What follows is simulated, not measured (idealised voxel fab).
Process module heading - voxel quadruple lines
Cross-sectional view cut (width: 190 nm; square cell size: 5 nm).
How to read a cross-section here: the picture is a grid of square cells, written as bands going from the top down, and any band can span one or more rows of cells.
What a band's entry tells you: where the top is and where the bottom is, as heights in nm, and after that what lies inside, material by material from left to right, each with its width in nm. Empty space is written as the word "blank", and a single material marked with the word "edge to edge" occupies the band from edge to edge.
For the purposes of this specification, 0 denotes the height below which the wafer in its as-received condition is composed wholly of one material, and the lowermost band, lacking a lower limit, extends downward without end, as expressed in "0 and below".
Width spec "30->40" -> top row of cells at first value, bottom row at second value, equal per-row change in between.
Step marked "identical to before"? Then no cell in the cross-section changed in it.
Sealed-off cavities: empty space of 8 cells or more with no open way to the top, each as width x height at its distance from the left edge, in nm
On each step's line, the part that comes after the settings is the simulator's own comment on the step.
overlay nm: right-of-plan distance of the mask on a masked step; negative values mean left-of-plan.

# These are the steps we planned for the process
1. RECEIVE, material Si
2. CONFORMAL_DEP, material SiO2, thk nm 10
3. DIRECTIONAL_DEP, material TiN, thk nm 10
4. DIRECTIONAL_DEP, material polySi, thk nm 20
5. DIRECTIONAL_DEP, material aC, thk nm 25
6. PATTERN, tone cover, mask id MANDREL, material resist, width nm 20, thk nm 35, overlay nm 0
7. DIRECTIONAL_ETCH, etch materials aC, depth nm 25
8. STRIP, etch materials resist
9. CONFORMAL_DEP, material SiO2, thk nm 10
10. DIRECTIONAL_ETCH, etch materials SiO2, depth nm 10
11. STRIP, etch materials aC
12. DIRECTIONAL_ETCH, etch materials polySi, depth nm 20
13. STRIP, etch materials SiO2
14. CONFORMAL_DEP, material SiN, thk nm 5
15. DIRECTIONAL_ETCH, etch materials SiN, depth nm 5
16. STRIP, etch materials polySi
17. DIRECTIONAL_ETCH, etch materials TiN, depth nm 10
18. STRIP, etch materials SiN
19. FILL_DEP, material SiO2, thk nm 10
20. CMP, height nm 20

# Step 1 complete: cross-section of the wafer as received
  0 and below = Si edge to edge
  Sealed-off cavities: none

# As-planned run: cross-section of the first of two wafers at end of module
  20 down to 10 = SiO2: 70; TiN: 5; SiO2: 10; TiN: 5; SiO2: 10; TiN: 5; SiO2: 10; TiN: 5; SiO2: 70
  10 down to 0 = SiO2 edge to edge
  0 and below = Si edge to edge
  Sealed-off cavities: none

# So this is wafer number two of the two, cut at the end of the module - it started where the first did and had the same plan, we just got one thing wrong running it
  20 down to 10 = polySi edge to edge
  10 down to 0 = SiO2 edge to edge
  0 and below = Si edge to edge
  Sealed-off cavities: none
Here's what went sideways: ran 3 and 4 in swapped order versus the plan
FYI, end of process, the second wafer has more or fewer cells of some materials than the first: 68 fewer of SiO2 | 8 fewer of TiN | 76 more of polySi
